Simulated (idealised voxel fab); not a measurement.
Proc. module: voxel wiring stack
The cross-section shown here is cut; it is 220 nm wide and divided into square cells measuring 5 nm on a side.
We lay out every cross-section as a grid of square cells and spell it out in bands from the top down, where one band means one or more rows of cells.
Heads up on the band format: heights come first, top then bottom, in nm. After that it's the materials left to right, each with its width in nm. A single material flagged "throughout" fills the whole band edge to edge, and "air" means there's empty space there.
The reference from which all heights are counted is 0, the level beneath which the as-received wafer is entirely one material; the lowest band, having no lower bound, proceeds downward and is written after the example "0 -> down".
With a width like "30 to 40", each row of cells in the band differs from the next by the same amount, the top row carrying the first number and the bottom row the second.
It should be understood that the words "no change occurred", when stated for a given step, signify that the cross-section underwent no change in any of its cells during that step.
The list in "Sealed-off cavities" covers empty spaces of 8 cells or more that cannot reach the top through any open way, and it gives each as width x height at distance; the distance is from the left edge, and width, height and distance are in nm.
That trailing text on a step's line, after the settings, is the simulator's own remark on the step.
overlay nm: step with mask; distance mask lay right of planned place; negative value = left of planned place.
So the way this works: pairs, before and after one process step. The after picture only goes down to the lowest band that actually changed, nothing below. Step and its settings are under each pair. And watch out, pairs might come from different runs of this module, same starting wafer though, so a pair only follows on from the one above if its "Pre-process cross-section" entry tells you so.
Pre-process cross-section
	70 -> 55 = 75 of SiO2  25 of air  15 of SiO2  25 of air  80 of SiO2
	55 -> 40 = SiO2 throughout
	40 -> 35 = SiCN throughout
	35 -> 20 = 70 of SiO2  5 of SiCN  25 of W  5 of SiCN  5 of SiO2  5 of SiCN  25 of W  5 of SiCN  75 of SiO2
	20 -> 15 = 75 of SiCN  25 of TiN  15 of SiCN  25 of TiN  80 of SiCN
	15 -> 0 = SiO2 throughout
	0 -> down = Si throughout
	Sealed-off cavities: none
After the Step
	70 -> 55 = 75 of SiO2  25 of air  15 of SiO2  25 of air  80 of SiO2
	55 -> 40 = 75 of SiO2  20 of air  20 of SiO2  20 of air  85 of SiO2
	Under 40: no change, same as before.
	Sealed-off cavities: none
Between the cross-sections above, the step performed was MASKED_ETCH (tone open; mask id METAL_2_HOLES; width nm 20; pitch nm 40; etch materials SiO2; depth nm 15; overlay nm 0)
Pre-process cross-section: as in the pair right above, post-step view.
After the Step
	70 -> 55 = 75 of SiO2  25 of air  15 of SiO2  25 of air  80 of SiO2
	55 -> 40 = 75 of SiO2  20 of air  20 of SiO2  20 of air  85 of SiO2
	40 -> 35 = 75 of SiCN  15 of air  25 of SiCN  15 of air  90 of SiCN
	Under 35: no change, same as before.
	Sealed-off cavities: none
Between the cross-sections above, the step performed was MASKED_ETCH (tone open; mask id METAL_2_HOLES; width nm 15; pitch nm 40; etch materials SiCN; depth nm 5; overlay nm 0)
Pre-process cross-section: as in the pair right above, post-step view.
After the Step
	75 -> 70 = 80 of TiN  15 of air  25 of TiN  15 of air  85 of TiN
	70 -> 60 = 75 of SiO2  5 of TiN  15 of air  5 of TiN  15 of SiO2  5 of TiN  15 of air  5 of TiN  80 of SiO2
	60 -> 55 = 75 of SiO2  5 of TiN  10 of air  10 of TiN  15 of SiO2  5 of TiN  10 of air  10 of TiN  80 of SiO2
	55 -> 45 = 75 of SiO2  5 of TiN  10 of air  5 of TiN  20 of SiO2  5 of TiN  10 of air  5 of TiN  85 of SiO2
	45 -> 40 = 75 of SiO2  5 of TiN  5 of air  10 of TiN  20 of SiO2  5 of TiN  5 of air  10 of TiN  85 of SiO2
	40 -> 35 = 75 of SiCN  15 of TiN  25 of SiCN  15 of TiN  90 of SiCN
	Under 35: no change, same as before.
	Sealed-off cavities: none
Between the cross-sections above, the step performed was CONFORMAL_DEP (material TiN; thk nm 5)
Pre-process cross-section: as in the pair right above, post-step view.
After the Step
	85 -> 75 = Cu throughout
	75 -> 70 = 80 of TiN  15 of Cu  25 of TiN  15 of Cu  85 of TiN
	70 -> 60 = 75 of SiO2  5 of TiN  15 of Cu  5 of TiN  15 of SiO2  5 of TiN  15 of Cu  5 of TiN  80 of SiO2
	60 -> 55 = 75 of SiO2  5 of TiN  10 of Cu  10 of TiN  15 of SiO2  5 of TiN  10 of Cu  10 of TiN  80 of SiO2
	55 -> 45 = 75 of SiO2  5 of TiN  10 of Cu  5 of TiN  20 of SiO2  5 of TiN  10 of Cu  5 of TiN  85 of SiO2
	45 -> 40 = 75 of SiO2  5 of TiN  5 of Cu  10 of TiN  20 of SiO2  5 of TiN  5 of Cu  10 of TiN  85 of SiO2
	Under 40: no change, same as before.
	Sealed-off cavities: none
Between the cross-sections above, the step performed was FILL_DEP (material Cu; thk nm 10)
Pre-process cross-section: as in the pair right above, post-step view.
After the Step
	70 -> 60 = 75 of SiO2  5 of TiN  15 of Cu  5 of TiN  15 of SiO2  5 of TiN  15 of Cu  5 of TiN  80 of SiO2
	Under 60: no change, same as before.
	Sealed-off cavities: none
Between the cross-sections above, the step performed was CMP (height nm 70)
Pre-process cross-section: as in the pair right above, post-step view.
After the Step
	75 -> 70 = SiN throughout
	Under 70: no change, same as before.
	Sealed-off cavities: none
Between the cross-sections above, the step performed was CONFORMAL_DEP (material SiN; thk nm 5)
Pre-process cross-section
	45 -> 35 = aC throughout
	35 -> 20 = W throughout
	20 -> 15 = TiN throughout
	15 -> 0 = SiO2 throughout
	0 -> down = Si throughout
	Sealed-off cavities: none
After the Step
	75 -> 45 = 65 of air  25 of resist  15 of air  25 of resist  90 of air
	Under 45: no change, same as before.
	Sealed-off cavities: none
Between the cross-sections above, the step performed was PATTERN (tone cover; mask id METAL_1; material resist; width nm 25; pitch nm 40; thk nm 30; overlay nm -10)
Pre-process cross-section: as in the pair right above, post-step view.
After the Step
	65 -> 45 = 65 of air  25 of resist  15 of air  25 of resist  90 of air
	45 -> 35 = 65 of air  25 of aC  15 of air  25 of aC  90 of air
	Under 35: no change, same as before.
	Sealed-off cavities: none
Between the cross-sections above, the step performed was DIRECTIONAL_ETCH (etch materials aC; depth nm 10)
Pre-process cross-section: as in the pair right above, post-step view.
After the Step
	45 -> 35 = 65 of air  25 of aC  15 of air  25 of aC  90 of air
	Under 35: no change, same as before.
	Sealed-off cavities: none
Between the cross-sections above, the step performed was STRIP (etch materials resist)
Pre-process cross-section: as in the pair right above, post-step view.
After the Step
	45 -> 35 = 65 of air  25 of aC  15 of air  25 of aC  90 of air
	35 -> 20 = 65 of air  25 of W  15 of air  25 of W  90 of air
	Under 20: no change, same as before.
	Sealed-off cavities: none
Between the cross-sections above, the step performed was DIRECTIONAL_ETCH (etch materials W; depth nm 15)
Pre-process cross-section: as in the pair right above, post-step view.
After the Step
	45 -> 35 = 65 of air  25 of aC  15 of air  25 of aC  90 of air
	35 -> 20 = 65 of air  25 of W  15 of air  25 of W  90 of air
	20 -> 15 = 65 of air  25 of TiN  15 of air  25 of TiN  90 of air
	Under 15: no change, same as before.
	Sealed-off cavities: none
Between the cross-sections above, the step performed was DIRECTIONAL_ETCH (etch materials TiN; depth nm 5)
Pre-process cross-section: as in the pair right above, post-step view.
After the Step
	35 -> 20 = 65 of air  25 of W  15 of air  25 of W  90 of air
	Under 20: no change, same as before.
	Sealed-off cavities: none
Between the cross-sections above, the step performed was STRIP (etch materials aC)
Pre-process cross-section: as in the pair right above, post-step view.
After the Step
	40 -> 35 = 60 of air  35 of SiCN  5 of air  35 of SiCN  85 of air
	35 -> 20 = 60 of air  5 of SiCN  25 of W  5 of SiCN  5 of air  5 of SiCN  25 of W  5 of SiCN  85 of air
	20 -> 15 = 65 of SiCN  25 of TiN  15 of SiCN  25 of TiN  90 of SiCN
	Under 15: no change, same as before.
	Sealed-off cavities: none
Between the cross-sections above, the step performed was CONFORMAL_DEP (material SiCN; thk nm 5)
Pre-process cross-section: as in the pair right above, post-step view.
After the Step
	45 -> 40 = SiO2 throughout
	40 -> 35 = 60 of SiO2  35 of SiCN  5 of SiO2  35 of SiCN  85 of SiO2
	35 -> 20 = 60 of SiO2  5 of SiCN  25 of W  5 of SiCN  5 of SiO2  5 of SiCN  25 of W  5 of SiCN  85 of SiO2
	Under 20: no change, same as before.
	Sealed-off cavities: none
Between the cross-sections above, the step performed was FILL_DEP (material SiO2; thk nm 5)
Pre-process cross-section: as in the pair right above, post-step view.
After the Step
	35 -> 20 = 60 of SiO2  5 of SiCN  25 of W  5 of SiCN  5 of SiO2  5 of SiCN  25 of W  5 of SiCN  85 of SiO2
	Under 20: no change, same as before.
	Sealed-off cavities: none
Between the cross-sections above, the step performed was CMP (height nm 35)
Pre-process cross-section: as in the pair right above, post-step view.
After the Step
	40 -> 35 = SiCN throughout
	Under 35: no change, same as before.
	Sealed-off cavities: none
Between the cross-sections above, the step performed was CONFORMAL_DEP (material SiCN; thk nm 5)
Pre-process cross-section: as in the pair right above, post-step view.
After the Step
	70 -> 40 = SiO2 throughout
	Under 40: no change, same as before.
	Sealed-off cavities: none
Between the cross-sections above, the step performed was DIRECTIONAL_DEP (material SiO2; thk nm 30)
Pre-process cross-section: as in the pair right above, post-step view.
After the Step
	80 -> 70 = aC throughout
	Under 70: no change, same as before.
	Sealed-off cavities: none
Between the cross-sections above, the step performed was DIRECTIONAL_DEP (material aC; thk nm 10)
Pre-process cross-section: as in the pair right above, post-step view.
After the Step
	110 -> 80 = 75 of resist  25 of air  15 of resist  25 of air  80 of resist
	Under 80: no change, same as before.
	Sealed-off cavities: none
Between the cross-sections above, the step performed was PATTERN (tone open; mask id METAL_2; material resist; width nm 25; pitch nm 40; thk nm 30; overlay nm 0)
Pre-process cross-section: as in the pair right above, post-step view.
After the Step
	100 -> 80 = 75 of resist  25 of air  15 of resist  25 of air  80 of resist
	80 -> 70 = 75 of aC  25 of air  15 of aC  25 of air  80 of aC
	Under 70: no change, same as before.
	Sealed-off cavities: none
Between the cross-sections above, the step performed was DIRECTIONAL_ETCH (etch materials aC; depth nm 10)
Pre-process cross-section: as in the pair right above, post-step view.
After the Step
	80 -> 70 = 75 of aC  25 of air  15 of aC  25 of air  80 of aC
	Under 70: no change, same as before.
	Sealed-off cavities: none
Between the cross-sections above, the step performed was STRIP (etch materials resist)
Pre-process cross-section: as in the pair right above, post-step view.
After the Step
	80 -> 70 = 75 of aC  25 of air  15 of aC  25 of air  80 of aC
	70 -> 55 = 75 of SiO2  25 of air  15 of SiO2  25 of air  80 of SiO2
	Under 55: no change, same as before.
	Sealed-off cavities: none
Between the cross-sections above, the step performed was DIRECTIONAL_ETCH (etch materials SiO2; depth nm 15)
Pre-process cross-section: as in the pair right above, post-step view.
After the Step
	70 -> 55 = 75 of SiO2  25 of air  15 of SiO2  25 of air  80 of SiO2
	Under 55: no change, same as before.
	Sealed-off cavities: none
Between the cross-sections above, the step performed was STRIP (etch materials aC)
Pre-process cross-section: as in the pair right above, post-step view.
After the Step
	70 -> 55 = 75 of SiO2  25 of air  15 of SiO2  25 of air  80 of SiO2
	55 -> 40 = 75 of SiO2  15 of air  25 of SiO2  15 of air  90 of SiO2
	Under 40: no change, same as before.
	Sealed-off cavities: none
Between the cross-sections above, the step performed was MASKED_ETCH (tone open; mask id METAL_2_HOLES; width nm 15; pitch nm 40; etch materials SiO2; depth nm 15; overlay nm 0)
Pre-process cross-section: as in the pair right above, post-step view.
After the Step
	70 -> 55 = 75 of SiO2  25 of air  15 of SiO2  25 of air  80 of SiO2
	55 -> 40 = 75 of SiO2  15 of air  25 of SiO2  15 of air  90 of SiO2
	40 -> 35 = 75 of SiCN  15 of air  25 of SiCN  15 of air  90 of SiCN
	Under 35: no change, same as before.
	Sealed-off cavities: none
Between the cross-sections above, the step performed was MASKED_ETCH (tone open; mask id METAL_2_HOLES; width nm 15; pitch nm 40; etch materials SiCN; depth nm 5; overlay nm 0)
Pre-process cross-section: as in the pair right above, post-step view.
After the Step
	75 -> 70 = 80 of TiN  15 of air  25 of TiN  15 of air  85 of TiN
	70 -> 60 = 75 of SiO2  5 of TiN  15 of air  5 of TiN  15 of SiO2  5 of TiN  15 of air  5 of TiN  80 of SiO2
	60 -> 55 = 75 of SiO2  5 of TiN  5 of air  15 of TiN  15 of SiO2  5 of TiN  5 of air  15 of TiN  80 of SiO2
	55 -> 40 = 75 of SiO2  5 of TiN  5 of air  5 of TiN  25 of SiO2  5 of TiN  5 of air  5 of TiN  90 of SiO2
	40 -> 35 = 75 of SiCN  15 of TiN  25 of SiCN  15 of TiN  90 of SiCN
	Under 35: no change, same as before.
	Sealed-off cavities: none
Between the cross-sections above, the step performed was CONFORMAL_DEP (material TiN; thk nm 5)
Pre-process cross-section: as in the pair right above, post-step view.
After the Step
	85 -> 75 = Cu throughout
	75 -> 70 = 80 of TiN  15 of Cu  25 of TiN  15 of Cu  85 of TiN
	70 -> 60 = 75 of SiO2  5 of TiN  15 of Cu  5 of TiN  15 of SiO2  5 of TiN  15 of Cu  5 of TiN  80 of SiO2
	60 -> 55 = 75 of SiO2  5 of TiN  5 of Cu  15 of TiN  15 of SiO2  5 of TiN  5 of Cu  15 of TiN  80 of SiO2
	55 -> 40 = 75 of SiO2  5 of TiN  5 of Cu  5 of TiN  25 of SiO2  5 of TiN  5 of Cu  5 of TiN  90 of SiO2
	Under 40: no change, same as before.
	Sealed-off cavities: none
Between the cross-sections above, the step performed was FILL_DEP (material Cu; thk nm 10)
Pre-process cross-section: as in the pair right above, post-step view.
After the Step
	70 -> 60 = 75 of SiO2  5 of TiN  15 of Cu  5 of TiN  15 of SiO2  5 of TiN  15 of Cu  5 of TiN  80 of SiO2
	Under 60: no change, same as before.
	Sealed-off cavities: none
Between the cross-sections above, the step performed was CMP (height nm 70)
Pre-process cross-section: as in the pair right above, post-step view.
After the Step
	75 -> 70 = SiN throughout
	Under 70: no change, same as before.
	Sealed-off cavities: none
Between the cross-sections above, the step performed was CONFORMAL_DEP (material SiN; thk nm 5)
Pre-process cross-section
	35 -> 20 = 70 of SiO2  5 of SiCN  25 of W  5 of SiCN  5 of SiO2  5 of SiCN  25 of W  5 of SiCN  75 of SiO2
	20 -> 15 = 75 of SiCN  25 of TiN  15 of SiCN  25 of TiN  80 of SiCN
	15 -> 0 = SiO2 throughout
	0 -> down = Si throughout
	Sealed-off cavities: none
After the Step
	40 -> 35 = SiN throughout
	Under 35: no change, same as before.
	Sealed-off cavities: none
Between the cross-sections above, the step performed was CONFORMAL_DEP (material SiN; thk nm 5)
Pre-process cross-section: as in the pair right above, post-step view.
After the Step
	70 -> 40 = SiO2 throughout
	Under 40: no change, same as before.
	Sealed-off cavities: none
Between the cross-sections above, the step performed was DIRECTIONAL_DEP (material SiO2; thk nm 30)
Pre-process cross-section: as in the pair right above, post-step view.
After the Step
	80 -> 70 = aC throughout
	Under 70: no change, same as before.
	Sealed-off cavities: none
Between the cross-sections above, the step performed was DIRECTIONAL_DEP (material aC; thk nm 10)
Pre-process cross-section: as in the pair right above, post-step view.
After the Step
	110 -> 80 = 75 of resist  25 of air  15 of resist  25 of air  80 of resist
	Under 80: no change, same as before.
	Sealed-off cavities: none
Between the cross-sections above, the step performed was PATTERN (tone open; mask id METAL_2; material resist; width nm 25; pitch nm 40; thk nm 30; overlay nm 0)
Pre-process cross-section: as in the pair right above, post-step view.
After the Step
	100 -> 80 = 75 of resist  25 of air  15 of resist  25 of air  80 of resist
	80 -> 70 = 75 of aC  25 of air  15 of aC  25 of air  80 of aC
	Under 70: no change, same as before.
	Sealed-off cavities: none
Between the cross-sections above, the step performed was DIRECTIONAL_ETCH (etch materials aC; depth nm 10)
Pre-process cross-section: as in the pair right above, post-step view.
After the Step
	80 -> 70 = 75 of aC  25 of air  15 of aC  25 of air  80 of aC
	Under 70: no change, same as before.
	Sealed-off cavities: none
Between the cross-sections above, the step performed was STRIP (etch materials resist)
Pre-process cross-section: as in the pair right above, post-step view.
After the Step
	80 -> 70 = 75 of aC  25 of air  15 of aC  25 of air  80 of aC
	70 -> 55 = 75 of SiO2  25 of air  15 of SiO2  25 of air  80 of SiO2
	Under 55: no change, same as before.
	Sealed-off cavities: none
Between the cross-sections above, the step performed was DIRECTIONAL_ETCH (etch materials SiO2; depth nm 15)
Pre-process cross-section: as in the pair right above, post-step view.
After the Step
	70 -> 55 = 75 of SiO2  25 of air  15 of SiO2  25 of air  80 of SiO2
	Under 55: no change, same as before.
	Sealed-off cavities: none
Between the cross-sections above, the step performed was STRIP (etch materials aC)
Pre-process cross-section: as in the pair right above, post-step view.
After the Step
	70 -> 55 = 75 of SiO2  25 of air  15 of SiO2  25 of air  80 of SiO2
	55 -> 40 = 75 of SiO2  15 of air  25 of SiO2  15 of air  90 of SiO2
	Under 40: no change, same as before.
	Sealed-off cavities: none
Between the cross-sections above, the step performed was MASKED_ETCH (tone open; mask id METAL_2_HOLES; width nm 15; pitch nm 40; etch materials SiO2; depth nm 15; overlay nm 0)
Pre-process cross-section: as in the pair right above, post-step view.
After the Step
	75 -> 70 = 80 of TiN  15 of air  25 of TiN  15 of air  85 of TiN
	70 -> 60 = 75 of SiO2  5 of TiN  15 of air  5 of TiN  15 of SiO2  5 of TiN  15 of air  5 of TiN  80 of SiO2
	60 -> 55 = 75 of SiO2  5 of TiN  5 of air  15 of TiN  15 of SiO2  5 of TiN  5 of air  15 of TiN  80 of SiO2
	55 -> 45 = 75 of SiO2  5 of TiN  5 of air  5 of TiN  25 of SiO2  5 of TiN  5 of air  5 of TiN  90 of SiO2
	45 -> 40 = 75 of SiO2  15 of TiN  25 of SiO2  15 of TiN  90 of SiO2
	Under 40: no change, same as before.
	Sealed-off cavities: none
Between the cross-sections above, the step performed was CONFORMAL_DEP (material TiN; thk nm 5)
Pre-process cross-section: as in the pair right above, post-step view.
After the Step
	85 -> 75 = Cu throughout
	75 -> 70 = 80 of TiN  15 of Cu  25 of TiN  15 of Cu  85 of TiN
	70 -> 60 = 75 of SiO2  5 of TiN  15 of Cu  5 of TiN  15 of SiO2  5 of TiN  15 of Cu  5 of TiN  80 of SiO2
	60 -> 55 = 75 of SiO2  5 of TiN  5 of Cu  15 of TiN  15 of SiO2  5 of TiN  5 of Cu  15 of TiN  80 of SiO2
	55 -> 45 = 75 of SiO2  5 of TiN  5 of Cu  5 of TiN  25 of SiO2  5 of TiN  5 of Cu  5 of TiN  90 of SiO2
	Under 45: no change, same as before.
	Sealed-off cavities: none
Between the cross-sections above, the step performed was FILL_DEP (material Cu; thk nm 10)
Pre-process cross-section: as in the pair right above, post-step view.
After the Step
	70 -> 60 = 75 of SiO2  5 of TiN  15 of Cu  5 of TiN  15 of SiO2  5 of TiN  15 of Cu  5 of TiN  80 of SiO2
	Under 60: no change, same as before.
	Sealed-off cavities: none
Between the cross-sections above, the step performed was CMP (height nm 70)
Pre-process cross-section: as in the pair right above, post-step view.
After the Step
	75 -> 70 = SiN throughout
	Under 70: no change, same as before.
	Sealed-off cavities: none
Between the cross-sections above, the step performed was CONFORMAL_DEP (material SiN; thk nm 5)
Pre-process cross-section
	70 -> 55 = 75 of SiO2  25 of air  15 of SiO2  25 of air  80 of SiO2
	55 -> 40 = SiO2 throughout
	40 -> 35 = SiCN throughout
	35 -> 20 = 70 of SiO2  5 of SiCN  25 of W  5 of SiCN  5 of SiO2  5 of SiCN  25 of W  5 of SiCN  75 of SiO2
	20 -> 15 = 75 of SiCN  25 of TiN  15 of SiCN  25 of TiN  80 of SiCN
	15 -> 0 = SiO2 throughout
	0 -> down = Si throughout
	Sealed-off cavities: none
After the Step
	55 -> 40 = 90 of SiO2  10 of air  30 of SiO2  10 of air  80 of SiO2
	Under 40: no change, same as before.
	Sealed-off cavities: none
Between the cross-sections above, the step performed was MASKED_ETCH (tone cover; mask id METAL_2_HOLES; width nm 15; pitch nm 40; etch materials SiO2; depth nm 15; overlay nm 0)
Pre-process cross-section: as in the pair right above, post-step view.
After the Step
	60 -> 55 = TiN throughout
	55 -> 40 = 90 of SiO2  10 of TiN  30 of SiO2  10 of TiN  80 of SiO2
	Under 40: no change, same as before.
	Sealed-off cavities: none
Between the cross-sections above, the step performed was CONFORMAL_DEP (material TiN; thk nm 5)
Pre-process cross-section: as in the pair right above, post-step view.
After the Step
	70 -> 60 = Cu throughout
	Under 60: no change, same as before.
	Sealed-off cavities: none
Between the cross-sections above, the step performed was FILL_DEP (material Cu; thk nm 10)
Pre-process cross-section: as in the pair right above, post-step view.
After the Step
	75 -> 70 = SiN throughout
	Under 70: no change, same as before.
	Sealed-off cavities: none
Between the cross-sections above, the step performed was CONFORMAL_DEP (material SiN; thk nm 5)
